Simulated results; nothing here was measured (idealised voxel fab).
Presented below is a process module, voxel self aligned vias.
Cross-section cut spans 295 nm and uses square cells 5 nm in size.
This document writes a cross-section as a grid whose cells are square, and gives it as bands, listed from the top down; one or more rows of cells form a band.
Within each band entry, the heights of the top and of the bottom of the band appear first, in that order and in nm; the materials of the band then follow from left to right, each with its corresponding width in nm. The designation "all across" on a single material indicates that it fills the band from edge to edge; the designation "blank" indicates empty space.
Below 0: as-received wafer, all one material; heights counted from there. Lowest band: no bottom, goes on down, written "0 down".
You'd read "30 to 40" like this: the band's top row of cells is as wide as the first number, its bottom row is as wide as the second, and going down, every row changes width by the same amount as the row before did.
Step marked "no change occurred"? Then no cell in the cross-section changed in it.
"Closed cavity list" contains a list of empty spaces, each no smaller than 8 cells and without an open way to the top, written in the form width x height at distance with the distance from the left edge and all three in nm.
Where a step's line continues beyond its settings, the continuation is a remark by the simulator itself on that step.
"overlay nm", when on a step's line for a step with a mask, measures how far to the right of its planned place the mask lay; a negative measure means to the left.
## Process steps (planned)
1. RECEIVE,material Si
2. CONFORMAL_DEP,material SiO2,thk nm 15
3. CONFORMAL_DEP,material SiCN,thk nm 5
4. DIRECTIONAL_DEP,material lowk,thk nm 20
5. PATTERN,tone open,mask id LINES,material resist,width nm 30,pitch nm 55,thk nm 15,overlay nm 0
6. DIRECTIONAL_ETCH,etch materials lowk,depth nm 20
7. STRIP,etch materials resist
8. CONFORMAL_DEP,material TiN,thk nm 5
9. FILL_DEP,material W,thk nm 10
10. CMP,height nm 40
11. SELECTIVE_ETCH,etch materials W Ru TiN,depth nm 5
12. FILL_DEP,material SiN,thk nm 5
13. CMP,height nm 40
14. DIRECTIONAL_DEP,material lowk,thk nm 15
15. MASKED_ETCH,tone open,mask id VIAS,width nm 40,pitch nm 110,etch materials lowk,depth nm 15,overlay nm 0
16. MASKED_ETCH,tone open,mask id VIAS,width nm 40,pitch nm 110,etch materials SiN,depth nm 5,overlay nm 0
17. CONFORMAL_DEP,material TiN,thk nm 5
18. FILL_DEP,material W,thk nm 5
19. CMP,height nm 55
20. CONFORMAL_DEP,material SiCN,thk nm 5
## As-received wafer cross-section (after step 1)
0 down = Si all across
Closed cavity list: none
## Cross-sectional result after module completion. Note: starting condition and plan are unchanged from above; one processing mistake was made
65 to 60 = SiCN all across
60 to 55 = TiN (75) / W (30) / TiN (80) / W (30) / TiN (80)
55 to 45 = lowk (70) / TiN (5) / W (30) / TiN (5) / lowk (70) / TiN (5) / W (30) / TiN (5) / lowk (75)
45 to 40 = lowk (70) / TiN (10) / W (20) / TiN (10) / lowk (70) / TiN (10) / W (20) / TiN (10) / lowk (75)
40 to 35 = lowk (75) / TiN (30) / lowk (25) / SiN (30) / lowk (25) / TiN (30) / lowk (80)
35 to 25 = lowk (75) / TiN (5) / W (20) / TiN (5) / lowk (25) / TiN (5) / W (20) / TiN (5) / lowk (25) / TiN (5) / W (20) / TiN (5) / lowk (80)
25 to 20 = lowk (75) / TiN (30) / lowk (25) / TiN (30) / lowk (25) / TiN (30) / lowk (80)
20 to 15 = SiCN all across
15 to 0 = SiO2 all across
0 down = Si all across
Closed cavity list: none
It is concluded that the wafer was processed incorrectly with respect to the plan, in that step 19 was run on a setting that differed from the plan, and what really ran there is CMP,height nm 60
